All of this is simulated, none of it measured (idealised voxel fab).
voxel transistor to metal: a process module
Displayed cross-section: cut, width of 190 nm, square cells sized 5 nm.
A cross-section is written here as square cells arranged in a grid, and it is given in bands from the top down, each band taking up one or more rows of cells. It is stipulated that each band's entry specify, in nanometres, the height of the top of the band and then that of its bottom, followed by the materials of the band in left-to-right sequence, each together with its width in nanometres. A single material marked by the word "everywhere" is understood to fill the band from edge to edge; the word "air" is understood to denote empty space. Heads up on the height convention: 0 is the point under which the incoming wafer is all one material, and the lowest band has no bottom, it just keeps going down, like "0..down". Width: "30 to 40" (first number = top row, second number = bottom row, same change from row to row of cells). Where the words "no modification" appear for a step, the cross-section shows no cell changed by that step; every cell remained as before. "Unvented cavities" contains a list of empty spaces, each no smaller than 8 cells and without an open way to the top, written in the form width x height at distance with the distance from the left edge and all three in nm. Note: text after step settings on the step line = simulator remark on that step. The optional step-line setting "overlay nm" applies to steps with a mask and quantifies how far to the right of its planned location the mask lay, a negative value indicating leftward placement. So the way this works: pairs, before and after one process step. The after picture only goes down to the lowest band that actually changed, nothing below. Step and its settings are under each pair. And watch out, pairs might come from different runs of this module, same starting wafer though, so a pair only follows on from the one above if its "Pre-step snapshot" entry tells you so.

Pre-step snapshot
* 40..25 | SiO2=45  TiN=5  W=5  TiN=5  SiO2=70  TiN=5  W=5  TiN=5  SiO2=45
* 25..20 | SiCN=45  TiN=15  SiCN=70  TiN=15  SiCN=45
* 20..15 | SiO2=45  TiN=5  W=5  TiN=5  SiO2=70  TiN=5  W=5  TiN=5  SiO2=45
* 15..10 | SiO2=45  TiN=15  SiO2=70  TiN=15  SiO2=45
* 10..0 | SiCN everywhere
* 0..-5 | SiO2 everywhere
* -5..down | Si everywhere
* Unvented cavities: none

Post-Step Snapshot
* 45..40 | SiCN everywhere
* No changes below 40.
* Unvented cavities: none
What is the step between the two cross-sections above? CONFORMAL_DEP with material SiCN, thk nm 5

Pre-step snapshot: This step starts from the configuration shown after the step in the pair immediately above.

Post-Step Snapshot
* 70..45 | lowk everywhere
* No changes below 45.
* Unvented cavities: none
What is the step between the two cross-sections above? DIRECTIONAL_DEP with material lowk, thk nm 25

Pre-step snapshot: This step starts from the configuration shown after the step in the pair immediately above.

Post-Step Snapshot
* 85..70 | aC everywhere
* No changes below 70.
* Unvented cavities: none
What is the step between the two cross-sections above? DIRECTIONAL_DEP with material aC, thk nm 15

Pre-step snapshot: This step starts from the configuration shown after the step in the pair immediately above.

Post-Step Snapshot
* 115..85 | resist=45  air=15  resist=70  air=15  resist=45
* No changes below 85.
* Unvented cavities: none
What is the step between the two cross-sections above? PATTERN with tone open, mask id METAL_2, material resist, width nm 15, pitch nm 85, thk nm 30, overlay nm 0

Pre-step snapshot: This step starts from the configuration shown after the step in the pair immediately above.

Post-Step Snapshot
* 100..85 | resist=45  air=15  resist=70  air=15  resist=45
* 85..70 | aC=45  air=15  aC=70  air=15  aC=45
* No changes below 70.
* Unvented cavities: none
What is the step between the two cross-sections above? DIRECTIONAL_ETCH with etch materials aC, depth nm 15

Pre-step snapshot: This step starts from the configuration shown after the step in the pair immediately above.

Post-Step Snapshot
* 85..70 | aC=45  air=15  aC=70  air=15  aC=45
* No changes below 70.
* Unvented cavities: none
What is the step between the two cross-sections above? STRIP with etch materials resist

Pre-step snapshot: This step starts from the configuration shown after the step in the pair immediately above.

Post-Step Snapshot
* 85..70 | aC=45  air=15  aC=70  air=15  aC=45
* 70..55 | lowk=45  air=15  lowk=70  air=15  lowk=45
* No changes below 55.
* Unvented cavities: none
What is the step between the two cross-sections above? DIRECTIONAL_ETCH with etch materials lowk, depth nm 15

Pre-step snapshot: This step starts from the configuration shown after the step in the pair immediately above.

Post-Step Snapshot
* 70..55 | lowk=45  air=15  lowk=70  air=15  lowk=45
* No changes below 55.
* Unvented cavities: none
What is the step between the two cross-sections above? STRIP with etch materials aC

Pre-step snapshot: This step starts from the configuration shown after the step in the pair immediately above.

Post-Step Snapshot
* 90..70 | resist=45  air=15  resist=70  air=15  resist=45
* No changes below 70.
* Unvented cavities: none
What is the step between the two cross-sections above? PATTERN with tone open, mask id METAL_2_HOLES, material resist, width nm 15, pitch nm 85, thk nm 20, overlay nm 0

Pre-step snapshot: This step starts from the configuration shown after the step in the pair immediately above.

Post-Step Snapshot
* 90..70 | resist=45  air=15  resist=70  air=15  resist=45
* 70..45 | lowk=45  air=15  lowk=70  air=15  lowk=45
* No changes below 45.
* Unvented cavities: none
What is the step between the two cross-sections above? DIRECTIONAL_ETCH with etch materials lowk, depth nm 10

Pre-step snapshot: This step starts from the configuration shown after the step in the pair immediately above.

Post-Step Snapshot
* 90..70 | resist=45  air=15  resist=70  air=15  resist=45
* 70..45 | lowk=45  air=15  lowk=70  air=15  lowk=45
* 45..40 | SiCN=45  air=15  SiCN=70  air=15  SiCN=45
* No changes below 40.
* Unvented cavities: none
What is the step between the two cross-sections above? DIRECTIONAL_ETCH with etch materials SiCN, depth nm 5

Pre-step snapshot: This step starts from the configuration shown after the step in the pair immediately above.

Post-Step Snapshot
* 70..45 | lowk=45  air=15  lowk=70  air=15  lowk=45
* No changes below 45.
* Unvented cavities: none
What is the step between the two cross-sections above? STRIP with etch materials resist

Pre-step snapshot: This step starts from the configuration shown after the step in the pair immediately above.

Post-Step Snapshot
* 75..70 | TiN=50  air=5  TiN=80  air=5  TiN=50
* 70..45 | lowk=45  TiN=5  air=5  TiN=5  lowk=70  TiN=5  air=5  TiN=5  lowk=45
* 45..40 | SiCN=45  TiN=15  SiCN=70  TiN=15  SiCN=45
* No changes below 40.
* Unvented cavities: none
What is the step between the two cross-sections above? CONFORMAL_DEP with material TiN, thk nm 5

Pre-step snapshot: This step starts from the configuration shown after the step in the pair immediately above.

Post-Step Snapshot
* 85..75 | Cu everywhere
* 75..70 | TiN=50  Cu=5  TiN=80  Cu=5  TiN=50
* 70..45 | lowk=45  TiN=5  Cu=5  TiN=5  lowk=70  TiN=5  Cu=5  TiN=5  lowk=45
* No changes below 45.
* Unvented cavities: none
What is the step between the two cross-sections above? FILL_DEP with material Cu, thk nm 10

Pre-step snapshot: This step starts from the configuration shown after the step in the pair immediately above.

Post-Step Snapshot
* 70..45 | lowk=45  TiN=5  Cu=5  TiN=5  lowk=70  TiN=5  Cu=5  TiN=5  lowk=45
* No changes below 45.
* Unvented cavities: none
What is the step between the two cross-sections above? CMP with height nm 70

Pre-step snapshot: This step starts from the configuration shown after the step in the pair immediately above.

Post-Step Snapshot
* 75..70 | SiN everywhere
* No changes below 70.
* Unvented cavities: none
What is the step between the two cross-sections above? CONFORMAL_DEP with material SiN, thk nm 5

Pre-step snapshot
* 70..55 | lowk=45  air=15  lowk=70  air=15  lowk=45
* 55..45 | lowk everywhere
* 45..40 | SiCN everywhere
* 40..25 | SiO2=45  TiN=5  W=5  TiN=5  SiO2=70  TiN=5  W=5  TiN=5  SiO2=45
* 25..20 | SiCN=45  TiN=15  SiCN=70  TiN=15  SiCN=45
* 20..10 | SiO2=45  TiN=5  W=5  TiN=5  SiO2=70  TiN=5  W=5  TiN=5  SiO2=45
* 10..0 | SiO2=45  TiN=5  W=5  TiN=5  SiO2=15  SiN=5  HfO2=5  TiN=5  W=10  TiN=5  HfO2=5  SiN=5  SiO2=15  TiN=5  W=5  TiN=5  SiO2=45
* 0..-5 | SiO2=30  SiN=5  SiO2=10  TiN=5  W=5  TiN=5  SiO2=5  pSi=10  SiN=5  HfO2=5  TiN=20  HfO2=5  SiN=5  pSi=10  SiO2=5  TiN=5  W=5  TiN=5  SiO2=10  SiN=5  SiO2=30
* -5..-10 | SiO2=45  TiN=15  SiO2=5  pSi=10  HfO2=40  pSi=10  SiO2=5  TiN=15  SiO2=45
* -10..-20 | SiO2=35  pSi=40  Si=40  pSi=40  SiO2=35
* -20..-25 | SiO2=35  Si=120  SiO2=35
* -25..down | Si everywhere
* Unvented cavities: none

Post-Step Snapshot
* 90..70 | air=45  resist=15  air=70  resist=15  air=45
* 70..55 | lowk=45  resist=15  lowk=70  resist=15  lowk=45
* No changes below 55.
* Unvented cavities: none
What is the step between the two cross-sections above? PATTERN with tone cover, mask id METAL_2_HOLES, material resist, width nm 15, pitch nm 85, thk nm 20, overlay nm 0

Pre-step snapshot: This step starts from the configuration shown after the step in the pair immediately above.

Post-Step Snapshot
* 90..60 | air=45  resist=15  air=70  resist=15  air=45
* No changes below 60.
* Unvented cavities: none
What is the step between the two cross-sections above? DIRECTIONAL_ETCH with etch materials lowk, depth nm 10

Pre-step snapshot: This step starts from the configuration shown after the step in the pair immediately above.

Post-Step Snapshot
* 60..55 | lowk=45  air=15  lowk=70  air=15  lowk=45
* No changes below 55.
* Unvented cavities: none
What is the step between the two cross-sections above? STRIP with etch materials resist

Pre-step snapshot: This step starts from the configuration shown after the step in the pair immediately above.

Post-Step Snapshot
* 65..60 | TiN=50  air=5  TiN=80  air=5  TiN=50
* 60..55 | lowk=45  TiN=15  lowk=70  TiN=15  lowk=45
* No changes below 55.
* Unvented cavities: none
What is the step between the two cross-sections above? CONFORMAL_DEP with material TiN, thk nm 5

Pre-step snapshot: This step starts from the configuration shown after the step in the pair immediately above.

Post-Step Snapshot
* 75..65 | Cu everywhere
* 65..60 | TiN=50  Cu=5  TiN=80  Cu=5  TiN=50
* No changes below 60.
* Unvented cavities: none
What is the step between the two cross-sections above? FILL_DEP with material Cu, thk nm 10

Pre-step snapshot: This step starts from the configuration shown after the step in the pair immediately above.

Post-Step Snapshot
* 70..65 | Cu everywhere
* No changes below 65.
* Unvented cavities: none
What is the step between the two cross-sections above? CMP with height nm 70

Pre-step snapshot: This step starts from the configuration shown after the step in the pair immediately above.

Post-Step Snapshot
* 75..70 | SiN everywhere
* No changes below 70.
* Unvented cavities: none
What is the step between the two cross-sections above? CONFORMAL_DEP with material SiN, thk nm 5
